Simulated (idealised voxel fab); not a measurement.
process module | voxel ribs on slabs
cross-section cut | 140 nm wide | cells 5 nm
A cross-section is a grid of square cells, given in bands from the top down. A band is one or more rows of cells.
Each band's line starts with the height of the band's top and of its bottom, in nm. Then come its materials from left to right, each with its width in nm. One material with "throughout" fills the band from edge to edge. "air" is empty space.
Height 0 is the level under which the wafer as received is all one material. The lowest band goes on downwards, as in "0 down".
A width such as "30 to 40" changes by the same amount from each row of cells to the next, from the band's top row to its bottom row.
"no change" after a step means that no cell of the cross-section changed.
closed voids: empty space of 8 cells or more with no open way to the top, each as width x height at its distance from the left edge, in nm
after a step's settings: what the simulator itself notes on the step
overlay nm, on a step with a mask: how far to the right of its planned place the mask lay; to the left if negative
plan
1 op RECEIVE | material Si
2 op DIRECTIONAL_DEP | material SiO2 | thk nm 20
3 op DIRECTIONAL_DEP | material polySi | thk nm 15
4 op MASKED_ETCH | tone cover | mask id RIB | width nm 15 | etch materials polySi | depth nm 10 | overlay nm 0
5 op MASKED_ETCH | tone cover | mask id SLAB | width nm 45 | etch materials polySi | depth nm 5 | overlay nm 0
6 op FILL_DEP | material SiO2 | thk nm 20
7 op CMP | height nm 50
8 op DIRECTIONAL_DEP | material W | thk nm 5
9 op DIRECTIONAL_DEP | material aC | thk nm 10
10 op PATTERN | tone cover | mask id HEATER | material resist | width nm 25 | thk nm 30 | overlay nm 0
11 op DIRECTIONAL_ETCH | etch materials aC | depth nm 10
12 op STRIP | etch materials resist
13 op DIRECTIONAL_ETCH | etch materials W | depth nm 5
14 op STRIP | etch materials aC
15 op CONFORMAL_DEP | material SiN | thk nm 5
as received, after step 1
  0 down: Si throughout
  closed voids: none
first wafer at the end, as planned
  60 to 55: air 50 | SiN 35 | air 55
  55 to 50: SiN 55 | W 25 | SiN 60
  50 to 35: SiO2 throughout
  35 to 25: SiO2 60 | polySi 15 | SiO2 65
  25 to 20: SiO2 45 | polySi 45 | SiO2 50
  20 to 0: SiO2 throughout
  0 down: Si throughout
  closed voids: none
second wafer at the end: like start, like plan, one mistake
  60 to 55: air 50 | SiN 35 | air 55
  55 to 50: SiN 55 | W 25 | SiN 60
  50 to 35: SiO2 throughout
  35 to 25: SiO2 60 to 45 | polySi 15 to 45 | SiO2 65 to 50
  25 to 20: polySi throughout
  20 to 0: SiO2 throughout
  0 down: Si throughout
  closed voids: none
what went wrong: step 4 ran as: op MASKED_ETCH | tone cover | mask id RIB | width nm 15 | etch materials polySi | depth nm 5 | overlay nm 0
at the end the second wafer has, in cells: 25 fewer of SiO2 | 25 more of polySi
